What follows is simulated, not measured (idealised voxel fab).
process module | voxel double patterning
cross-section cut | 250 nm wide | cells 5 nm
A cross-section is a grid of square cells, given in bands from the top down. A band is one or more rows of cells.
Each band's line starts with the height of the band's top and of its bottom, in nm. Then come its materials from left to right, each with its width in nm. One material with "throughout" fills the band from edge to edge. "air" is empty space.
Height 0 is the level under which the wafer as received is all one material. The lowest band goes on downwards, as in "0 down".
A width such as "30 to 40" changes by the same amount from each row of cells to the next, from the band's top row to its bottom row.
"no change" after a step means that no cell of the cross-section changed.
closed voids: empty space of 8 cells or more with no open way to the top, each as width x height at its distance from the left edge, in nm
after a step's settings: what the simulator itself notes on the step
overlay nm, on a step with a mask: how far to the right of its planned place the mask lay; to the left if negative
plan
1 op RECEIVE | material Si
2 op CONFORMAL_DEP | material SiO2 | thk nm 10
3 op DIRECTIONAL_DEP | material polySi | thk nm 20
4 op DIRECTIONAL_DEP | material SiN | thk nm 5
5 op MASKED_ETCH | tone open | mask id FIRST | width nm 15 | pitch nm 50 | etch materials SiN | depth nm 5 | overlay nm 0
6 op MASKED_ETCH | tone open | mask id SECOND | width nm 15 | pitch nm 50 | etch materials SiN | depth nm 5 | overlay nm 0
7 op DIRECTIONAL_ETCH | etch materials polySi | depth nm 20
8 op STRIP | etch materials SiN
as received, after step 1
  0 down: Si throughout
  closed voids: none
a wafer at the end: this start, this plan, one mistake
  50 to 30: polySi 65 | air 15 | polySi 10 | air 15 | polySi 10 | air 15 | polySi 10 | air 15 | polySi 10 | air 15 | polySi 70
  30 to 10: polySi throughout
  10 to 0: SiO2 throughout
  0 down: Si throughout
  closed voids: none
what went wrong: step 3 was run twice
